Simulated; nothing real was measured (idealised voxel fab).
The name of this process module is voxel spacer lines.
Section cut is 275 nm wide and gridded with 5 nm square cells.
Notation: cross-section as square-cell grid; stated in bands, top first, going down; one or more cell rows per band. Band: top height; bottom height; in nm. Then, left to right: material with width in nm, for each material. "all across": a single material spanning edge to edge. "blank": empty space. A quick word on heights: they are counted from 0, and under that level the wafer as it came to us is one material throughout. The lowest band is different from the rest in having no bottom; it simply continues downward, written as in "0 nm and below". You'd read "30 to 40" like this: the band's top row of cells is as wide as the first number, its bottom row is as wide as the second, and going down, every row changes width by the same amount as the row before did. "no alteration" means the step left every cell of the cross-section as it was. "Trapped voids" contains a list of empty spaces, each no smaller than 8 cells and without an open way to the top, written in the form width x height at distance with the distance from the left edge and all three in nm. Text after the settings on a step's line: the simulator's own remark on that step. overlay nm: mask right of planned place by this much (step with mask). Neg. = left.
Below is the list of planned process steps:
| 1 | RECEIVE | material Si |
| 2 | CONFORMAL_DEP | material SiO2 | thk nm 5 |
| 3 | DIRECTIONAL_DEP | material TiN | thk nm 20 |
| 4 | DIRECTIONAL_DEP | material polySi | thk nm 30 |
| 5 | PATTERN | tone cover | mask id MANDREL | material resist | width nm 15 | pitch nm 60 | thk nm 40 | overlay nm 0 |
| 6 | DIRECTIONAL_ETCH | etch materials polySi | depth nm 30 |
| 7 | STRIP | etch materials resist |
| 8 | CONFORMAL_DEP | material SiN | thk nm 15 |
| 9 | DIRECTIONAL_ETCH | etch materials SiN | depth nm 15 |
| 10 | STRIP | etch materials polySi |
| 11 | DIRECTIONAL_ETCH | etch materials TiN | depth nm 20 |
| 12 | STRIP | etch materials SiN |
Of two wafers, the first: run according to plan:
Wafer cross-section on receipt, i.e. after step 1:
* 0 nm and below: Si all across
* Trapped voids: none
Cross-section through the wafer, step 2 finished:
* 5 nm to 0 nm: SiO2 all across
* No changes below 0.
Cross-section through the wafer, step 3 finished:
* 25 nm to 5 nm: TiN all across
* No changes below 5.
Cross-section through the wafer, step 4 finished:
* 55 nm to 25 nm: polySi all across
* No changes below 25.
Cross-section through the wafer, step 5 finished:
* 95 nm to 55 nm: blank: 70 / resist: 15 / blank: 45 / resist: 15 / blank: 45 / resist: 15 / blank: 70
* No changes below 55.
Cross-section through the wafer, step 6 finished:
* 95 nm to 55 nm: blank: 70 / resist: 15 / blank: 45 / resist: 15 / blank: 45 / resist: 15 / blank: 70
* 55 nm to 25 nm: blank: 70 / polySi: 15 / blank: 45 / polySi: 15 / blank: 45 / polySi: 15 / blank: 70
* No changes below 25.
Cross-section through the wafer, step 7 finished:
* 55 nm to 25 nm: blank: 70 / polySi: 15 / blank: 45 / polySi: 15 / blank: 45 / polySi: 15 / blank: 70
* No changes below 25.
Cross-section through the wafer, step 8 finished:
* 70 nm to 55 nm: blank: 55 / SiN: 45 / blank: 15 / SiN: 45 / blank: 15 / SiN: 45 / blank: 55
* 55 nm to 40 nm: blank: 55 / SiN: 15 / polySi: 15 / SiN: 15 / blank: 15 / SiN: 15 / polySi: 15 / SiN: 15 / blank: 15 / SiN: 15 / polySi: 15 / SiN: 15 / blank: 55
* 40 nm to 25 nm: SiN: 70 / polySi: 15 / SiN: 45 / polySi: 15 / SiN: 45 / polySi: 15 / SiN: 70
* No changes below 25.
Cross-section through the wafer, step 9 finished:
* 55 nm to 25 nm: blank: 55 / SiN: 15 / polySi: 15 / SiN: 15 / blank: 15 / SiN: 15 / polySi: 15 / SiN: 15 / blank: 15 / SiN: 15 / polySi: 15 / SiN: 15 / blank: 55
* No changes below 25.
Cross-section through the wafer, step 10 finished:
* 55 nm to 25 nm: blank: 55 / SiN: 15 / blank: 15 / SiN: 15 / blank: 15 / SiN: 15 / blank: 15 / SiN: 15 / blank: 15 / SiN: 15 / blank: 15 / SiN: 15 / blank: 55
* No changes below 25.
Cross-section through the wafer, step 11 finished:
* 55 nm to 25 nm: blank: 55 / SiN: 15 / blank: 15 / SiN: 15 / blank: 15 / SiN: 15 / blank: 15 / SiN: 15 / blank: 15 / SiN: 15 / blank: 15 / SiN: 15 / blank: 55
* 25 nm to 5 nm: blank: 55 / TiN: 15 / blank: 15 / TiN: 15 / blank: 15 / TiN: 15 / blank: 15 / TiN: 15 / blank: 15 / TiN: 15 / blank: 15 / TiN: 15 / blank: 55
* No changes below 5.
Cross-section through the wafer, step 12 finished:
* 25 nm to 5 nm: blank: 55 / TiN: 15 / blank: 15 / TiN: 15 / blank: 15 / TiN: 15 / blank: 15 / TiN: 15 / blank: 15 / TiN: 15 / blank: 15 / TiN: 15 / blank: 55
* No changes below 5.
The second wafer began exactly as the first did and followed the same plan, but one mistake was made while running it; through step 1 inclusive, the two wafers are identical:
Here is the second wafer in cross-section at the point where step 2 of the plan should have been done: no alteration
Here is the second wafer in cross-section at the point where step 3 of the plan should have been done:
* 20 nm to 0 nm: TiN all across
* No changes below 0.
Here is the second wafer in cross-section at the point where step 4 of the plan should have been done:
* 50 nm to 20 nm: polySi all across
* No changes below 20.
Here is the second wafer in cross-section at the point where step 5 of the plan should have been done:
* 90 nm to 50 nm: blank: 70 / resist: 15 / blank: 45 / resist: 15 / blank: 45 / resist: 15 / blank: 70
* No changes below 50.
Here is the second wafer in cross-section at the point where step 6 of the plan should have been done:
* 90 nm to 50 nm: blank: 70 / resist: 15 / blank: 45 / resist: 15 / blank: 45 / resist: 15 / blank: 70
* 50 nm to 20 nm: blank: 70 / polySi: 15 / blank: 45 / polySi: 15 / blank: 45 / polySi: 15 / blank: 70
* No changes below 20.
Here is the second wafer in cross-section at the point where step 7 of the plan should have been done:
* 50 nm to 20 nm: blank: 70 / polySi: 15 / blank: 45 / polySi: 15 / blank: 45 / polySi: 15 / blank: 70
* No changes below 20.
Here is the second wafer in cross-section at the point where step 8 of the plan should have been done:
* 65 nm to 50 nm: blank: 55 / SiN: 45 / blank: 15 / SiN: 45 / blank: 15 / SiN: 45 / blank: 55
* 50 nm to 35 nm: blank: 55 / SiN: 15 / polySi: 15 / SiN: 15 / blank: 15 / SiN: 15 / polySi: 15 / SiN: 15 / blank: 15 / SiN: 15 / polySi: 15 / SiN: 15 / blank: 55
* 35 nm to 20 nm: SiN: 70 / polySi: 15 / SiN: 45 / polySi: 15 / SiN: 45 / polySi: 15 / SiN: 70
* No changes below 20.
Here is the second wafer in cross-section at the point where step 9 of the plan should have been done:
* 50 nm to 20 nm: blank: 55 / SiN: 15 / polySi: 15 / SiN: 15 / blank: 15 / SiN: 15 / polySi: 15 / SiN: 15 / blank: 15 / SiN: 15 / polySi: 15 / SiN: 15 / blank: 55
* No changes below 20.
Here is the second wafer in cross-section at the point where step 10 of the plan should have been done:
* 50 nm to 20 nm: blank: 55 / SiN: 15 / blank: 15 / SiN: 15 / blank: 15 / SiN: 15 / blank: 15 / SiN: 15 / blank: 15 / SiN: 15 / blank: 15 / SiN: 15 / blank: 55
* No changes below 20.
Here is the second wafer in cross-section at the point where step 11 of the plan should have been done:
* 50 nm to 20 nm: blank: 55 / SiN: 15 / blank: 15 / SiN: 15 / blank: 15 / SiN: 15 / blank: 15 / SiN: 15 / blank: 15 / SiN: 15 / blank: 15 / SiN: 15 / blank: 55
* 20 nm to 0 nm: blank: 55 / TiN: 15 / blank: 15 / TiN: 15 / blank: 15 / TiN: 15 / blank: 15 / TiN: 15 / blank: 15 / TiN: 15 / blank: 15 / TiN: 15 / blank: 55
* No changes below 0.
Here is the second wafer in cross-section at the point where step 12 of the plan should have been done:
* 20 nm to 0 nm: blank: 55 / TiN: 15 / blank: 15 / TiN: 15 / blank: 15 / TiN: 15 / blank: 15 / TiN: 15 / blank: 15 / TiN: 15 / blank: 15 / TiN: 15 / blank: 55
* No changes below 0.
Deviation noted in wafer processing: skipped: plan step 2 (never run)
End of process, cell counts, second wafer against first, materials with more or fewer: -55 SiO2
